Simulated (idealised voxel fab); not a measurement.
A process module follows: voxel self aligned vias.
Shown is cross-section cut, with a width of 185 nm and square cells of size 5 nm.
Reading order for cross-sections: top band down to bottom band. Underlying form: a grid of square cells. Band size: one or more rows of cells.
Basically the band line says how high the top is and how high the bottom is, in nm, and then what's in it from left to right, every material with its width in nm. Empty space shows up as "air", and if a single material carries "edge to edge" it runs the full band edge to edge.
For the purposes of this specification, 0 denotes the height below which the wafer in its as-received condition is composed wholly of one material, and the lowermost band, lacking a lower limit, extends downward without end, as expressed in "from 0 down".
Per-row width for "30..40": begins at first number (top row of band), ends at second number (bottom row), increment between rows held constant.
Step note "no modifications" = no cross-section cell changed.
The list in "Closed void listing" covers empty spaces of 8 cells or more that cannot reach the top through any open way, and it gives each as width x height at distance; the distance is from the left edge, and width, height and distance are in nm.
Past the settings on a step's line: simulator remark, on that step.
"overlay nm", when on a step's line for a step with a mask, measures how far to the right of its planned place the mask lay; a negative measure means to the left.
The steps planned for the process are as follows
1. RECEIVE, material Si
2. CONFORMAL_DEP, material SiO2, thk nm 15
3. CONFORMAL_DEP, material SiCN, thk nm 5
4. DIRECTIONAL_DEP, material SiO2, thk nm 20
5. MASKED_ETCH, tone open, mask id LINES, width nm 25, pitch nm 50, etch materials SiO2, depth nm 20, overlay nm 0
6. CONFORMAL_DEP, material TiN, thk nm 5
7. FILL_DEP, material W, thk nm 10
8. CMP, height nm 40
9. SELECTIVE_ETCH, etch materials W Ru TiN, depth nm 5
10. FILL_DEP, material SiN, thk nm 10
11. CMP, height nm 40
12. DIRECTIONAL_DEP, material SiO2, thk nm 20
13. MASKED_ETCH, tone open, mask id VIAS, width nm 35, pitch nm 50, etch materials SiO2, depth nm 20, overlay nm 0
14. MASKED_ETCH, tone open, mask id VIAS, width nm 35, pitch nm 50, etch materials SiN, depth nm 5, overlay nm 0
15. CONFORMAL_DEP, material TiN, thk nm 5
16. FILL_DEP, material Cu, thk nm 10
17. CMP, height nm 60
18. CONFORMAL_DEP, material SiCN, thk nm 5
As received (post step 1): cross-section
	from 0 down: Si edge to edge
	Closed void listing: none
Here's the cross-section of the first of our two wafers at the end of the module - it ran as planned
	from 65 to 60: SiCN edge to edge
	from 60 to 45: 25 nm SiO2  5 nm TiN  25 nm Cu  5 nm TiN  15 nm SiO2  5 nm TiN  25 nm Cu  5 nm TiN  15 nm SiO2  5 nm TiN  25 nm Cu  5 nm TiN  25 nm SiO2
	from 45 to 40: 25 nm SiO2  10 nm TiN  15 nm Cu  10 nm TiN  15 nm SiO2  10 nm TiN  15 nm Cu  10 nm TiN  15 nm SiO2  10 nm TiN  15 nm Cu  10 nm TiN  25 nm SiO2
	from 40 to 35: 30 nm SiO2  25 nm TiN  25 nm SiO2  25 nm TiN  25 nm SiO2  25 nm TiN  30 nm SiO2
	from 35 to 25: 30 nm SiO2  5 nm TiN  15 nm W  5 nm TiN  25 nm SiO2  5 nm TiN  15 nm W  5 nm TiN  25 nm SiO2  5 nm TiN  15 nm W  5 nm TiN  30 nm SiO2
	from 25 to 20: 30 nm SiO2  25 nm TiN  25 nm SiO2  25 nm TiN  25 nm SiO2  25 nm TiN  30 nm SiO2
	from 20 to 15: SiCN edge to edge
	from 15 to 0: SiO2 edge to edge
	from 0 down: Si edge to edge
	Closed void listing: none
Second wafer of the two, sectioned at the end of the module. It began like the first and followed the same plan, but one mistake was made while running it
	from 65 to 60: SiCN edge to edge
	from 60 to 45: 30 nm SiO2  5 nm TiN  20 nm Cu  5 nm TiN  20 nm SiO2  5 nm TiN  20 nm Cu  5 nm TiN  20 nm SiO2  5 nm TiN  20 nm Cu  5 nm TiN  25 nm SiO2
	from 45 to 40: 30 nm SiO2  5 nm TiN  15 nm Cu  10 nm TiN  20 nm SiO2  5 nm TiN  15 nm Cu  10 nm TiN  20 nm SiO2  5 nm TiN  15 nm Cu  10 nm TiN  25 nm SiO2
	from 40 to 35: 30 nm SiO2  25 nm TiN  25 nm SiO2  25 nm TiN  25 nm SiO2  25 nm TiN  30 nm SiO2
	from 35 to 25: 30 nm SiO2  5 nm TiN  15 nm W  5 nm TiN  25 nm SiO2  5 nm TiN  15 nm W  5 nm TiN  25 nm SiO2  5 nm TiN  15 nm W  5 nm TiN  30 nm SiO2
	from 25 to 20: 30 nm SiO2  25 nm TiN  25 nm SiO2  25 nm TiN  25 nm SiO2  25 nm TiN  30 nm SiO2
	from 20 to 15: SiCN edge to edge
	from 15 to 0: SiO2 edge to edge
	from 0 down: Si edge to edge
	Closed void listing: none
Deviation noted in wafer processing: step 13 ran with different settings than intended, the actual operation and settings being MASKED_ETCH, tone open, mask id VIAS, width nm 30, pitch nm 50, etch materials SiO2, depth nm 20, overlay nm 0
The closing comparison, in cells, has the second wafer with more or fewer of some materials than the first: Cu -9; SiO2 +12; TiN -3
